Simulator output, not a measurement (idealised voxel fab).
Process module in this document: voxel transistor to metal
Cross-section cut spans 235 nm and uses square cells 5 nm in size.
Cross-section, as written here: a square-cell grid given band by band from the top down, where a band holds one or more rows of cells.
The band entry comprises the height of the band's top followed by the height of its bottom, expressed in nm, and subsequently the band's materials from left to right, each stated together with its width in nm. Where a single material is marked with the word "full width", that material fills the band from edge to edge. The word "blank" represents empty space.
Counting heights begins at 0, where everything beneath is, in the wafer as received, one material. The lowest band has no bottom; it goes on downwards, as "0 nm and below" shows.
You'd read "30 to 40" like this: the band's top row of cells is as wide as the first number, its bottom row is as wide as the second, and going down, every row changes width by the same amount as the row before did.
No cell of the cross-section changed in a step that is given as "remained unchanged".
In "Sealed void list" the enclosed voids are listed, meaning empty spaces of 8 cells or larger without any opening to the top. The form is width x height at distance, distance from the left edge, units nm.
Anything after a step's settings on that line? It's the simulator's own note about the step.
overlay nm: on a step with a mask, how far right of its planned place the mask lay; negative means left.
Set out below are the planned steps of the process:
| 1 | RECEIVE,material Si |
| 2 | OXIDIZE,depth nm 5 |
| 3 | CONFORMAL_DEP,material SiN,thk nm 15 |
| 4 | DIRECTIONAL_DEP,material aC,thk nm 15 |
| 5 | PATTERN,tone cover,mask id ACTIVE,material resist,width nm 85,pitch nm 105,thk nm 35,overlay nm 0 |
| 6 | DIRECTIONAL_ETCH,etch materials aC,depth nm 15 |
| 7 | STRIP,etch materials resist |
| 8 | DIRECTIONAL_ETCH,etch materials SiN,depth nm 15 |
| 9 | DIRECTIONAL_ETCH,etch materials SiO2,depth nm 5 |
| 10 | DIRECTIONAL_ETCH,etch materials Si,depth nm 30 |
| 11 | STRIP,etch materials aC |
| 12 | OXIDIZE,depth nm 5 |
| 13 | FILL_DEP,material SiO2,thk nm 15 |
| 14 | CMP,height nm 15 |
| 15 | SELECTIVE_ETCH,etch materials SiO2,depth nm 10 |
| 16 | STRIP,etch materials SiN |
| 17 | SELECTIVE_ETCH,etch materials SiO2,depth nm 5 |
| 18 | OXIDIZE,depth nm 5 |
| 19 | DIRECTIONAL_DEP,material polySi,thk nm 20 |
| 20 | DIRECTIONAL_DEP,material SiCN,thk nm 15 |
| 21 | DIRECTIONAL_DEP,material aC,thk nm 10 |
| 22 | PATTERN,tone cover,mask id GATE,material resist,width nm 15,pitch nm 105,thk nm 30,overlay nm 0 |
| 23 | DIRECTIONAL_ETCH,etch materials aC,depth nm 10 |
| 24 | STRIP,etch materials resist |
| 25 | DIRECTIONAL_ETCH,etch materials SiCN,depth nm 25 |
| 26 | DIRECTIONAL_ETCH,etch materials polySi,depth nm 30 |
| 27 | STRIP,etch materials aC |
| 28 | CONFORMAL_DEP,material SiO2,thk nm 5 |
| 29 | DIRECTIONAL_ETCH,etch materials SiO2,depth nm 5 |
| 30 | CONFORMAL_DEP,material SiN,thk nm 5 |
| 31 | DIRECTIONAL_ETCH,etch materials SiN,depth nm 5 |
| 32 | DIRECTIONAL_ETCH,etch materials SiO2,depth nm 5 |
| 33 | DIRECTIONAL_ETCH,etch materials Si,depth nm 5 |
| 34 | EPI,material SiGe,thk nm 5 |
| 35 | FILL_DEP,material SiO2,thk nm 5 |
| 36 | CMP,height nm 30 |
| 37 | DIRECTIONAL_DEP,material SiO2,thk nm 10 |
| 38 | PATTERN,tone open,mask id CONTACT,material resist,width nm 15,thk nm 15,overlay nm 0 |
| 39 | DIRECTIONAL_ETCH,etch materials SiO2,depth nm 50 |
| 40 | STRIP,etch materials resist |
| 41 | CONFORMAL_DEP,material TiN,thk nm 5 |
| 42 | FILL_DEP,material W,thk nm 10 |
| 43 | CMP,height nm 40 |
| 44 | DIRECTIONAL_DEP,material TiN,thk nm 5 |
| 45 | DIRECTIONAL_DEP,material W,thk nm 25 |
| 46 | MASKED_ETCH,tone cover,mask id METAL_1,width nm 15,etch materials W,depth nm 25,overlay nm 0 |
| 47 | MASKED_ETCH,tone cover,mask id METAL_1,width nm 15,etch materials TiN,depth nm 5,overlay nm 0 |
| 48 | FILL_DEP,material SiO2,thk nm 10 |
| 49 | CMP,height nm 70 |
| 50 | CONFORMAL_DEP,material SiCN,thk nm 5 |
| 51 | DIRECTIONAL_DEP,material SiO2,thk nm 30 |
| 52 | PATTERN,tone open,mask id METAL_2,material resist,width nm 15,pitch nm 105,thk nm 15,overlay nm 0 |
| 53 | DIRECTIONAL_ETCH,etch materials SiO2,depth nm 15 |
| 54 | STRIP,etch materials resist |
| 55 | PATTERN,tone open,mask id METAL_2_HOLES,material resist,width nm 15,pitch nm 105,thk nm 20,overlay nm 0 |
| 56 | DIRECTIONAL_ETCH,etch materials SiO2,depth nm 15 |
| 57 | DIRECTIONAL_ETCH,etch materials SiCN,depth nm 5 |
| 58 | STRIP,etch materials resist |
| 59 | CONFORMAL_DEP,material TiN,thk nm 5 |
| 60 | FILL_DEP,material Ru,thk nm 5 |
| 61 | CMP,height nm 105 |
| 62 | CONFORMAL_DEP,material SiCN,thk nm 5 |
Cross-section of the wafer at receipt, which is the condition after step 1:
0 nm and below  Si full width
Sealed void list: none
Cross-sectional result after module completion. Note: starting condition and plan are unchanged from above; one processing mistake was made:
110 nm to 105 nm  SiCN full width
105 nm to 75 nm  SiO2 25 nm / TiN 5 nm / Ru 5 nm / TiN 5 nm / SiO2 90 nm / TiN 5 nm / Ru 5 nm / TiN 5 nm / SiO2 90 nm
75 nm to 70 nm  SiCN 25 nm / TiN 15 nm / SiCN 90 nm / TiN 15 nm / SiCN 90 nm
70 nm to 65 nm  SiO2 25 nm / TiN 15 nm / SiO2 45 nm / TiN 15 nm / SiO2 30 nm / TiN 15 nm / SiO2 45 nm / TiN 15 nm / SiO2 30 nm
65 nm to 40 nm  W full width
40 nm to 30 nm  SiO2 25 nm / TiN 5 nm / W 5 nm / TiN 5 nm / SiO2 45 nm / TiN 5 nm / W 5 nm / TiN 5 nm / SiO2 30 nm / TiN 5 nm / W 5 nm / TiN 5 nm / SiO2 45 nm / TiN 5 nm / W 5 nm / TiN 5 nm / SiO2 30 nm
30 nm to 15 nm  SiO2 25 nm / TiN 5 nm / W 5 nm / TiN 5 nm / SiO2 5 nm / SiN 5 nm / SiO2 5 nm / SiCN 15 nm / SiO2 5 nm / SiN 5 nm / SiO2 5 nm / TiN 5 nm / W 5 nm / TiN 5 nm / SiO2 30 nm / TiN 5 nm / W 5 nm / TiN 5 nm / SiO2 5 nm / SiN 5 nm / SiO2 5 nm / SiCN 15 nm / SiO2 5 nm / SiN 5 nm / SiO2 5 nm / TiN 5 nm / W 5 nm / TiN 5 nm / SiO2 30 nm
15 nm to 0 nm  SiO2 25 nm / TiN 5 nm / W 5 nm / TiN 5 nm / SiO2 5 nm / SiN 5 nm / SiO2 5 nm / polySi 15 nm / SiO2 5 nm / SiN 5 nm / SiO2 5 nm / TiN 5 nm / W 5 nm / TiN 5 nm / SiO2 30 nm / TiN 5 nm / W 5 nm / TiN 5 nm / SiO2 5 nm / SiN 5 nm / SiO2 5 nm / polySi 15 nm / SiO2 5 nm / SiN 5 nm / SiO2 5 nm / TiN 5 nm / W 5 nm / TiN 5 nm / SiO2 30 nm
0 nm to -5 nm  SiO2 20 nm / SiN 5 nm / TiN 5 nm / W 5 nm / TiN 5 nm / SiO2 5 nm / SiN 5 nm / SiO2 5 nm / polySi 15 nm / SiO2 5 nm / SiN 5 nm / SiO2 5 nm / TiN 5 nm / W 5 nm / TiN 5 nm / SiN 5 nm / SiO2 20 nm / SiN 5 nm / TiN 5 nm / W 5 nm / TiN 5 nm / SiO2 5 nm / SiN 5 nm / SiO2 5 nm / polySi 15 nm / SiO2 5 nm / SiN 5 nm / SiO2 5 nm / TiN 5 nm / W 5 nm / TiN 5 nm / SiN 5 nm / SiO2 25 nm
-5 nm to -10 nm  SiO2 25 nm / TiN 15 nm / SiGe 5 nm / SiO2 35 nm / SiGe 5 nm / TiN 15 nm / SiO2 30 nm / TiN 15 nm / SiGe 5 nm / SiO2 35 nm / SiGe 5 nm / TiN 15 nm / SiO2 30 nm
-10 nm to -15 nm  SiO2 25 nm / SiGe 20 nm / Si 35 nm / SiGe 20 nm / SiO2 30 nm / SiGe 20 nm / Si 35 nm / SiGe 20 nm / SiO2 30 nm
-15 nm to -40 nm  SiO2 25 nm / Si 75 nm / SiO2 30 nm / Si 75 nm / SiO2 30 nm
-40 nm and below  Si full width
Sealed void list: none
Nonconformance to the process plan: steps 44 and 45 of the plan were run in the wrong order, each in the other's place
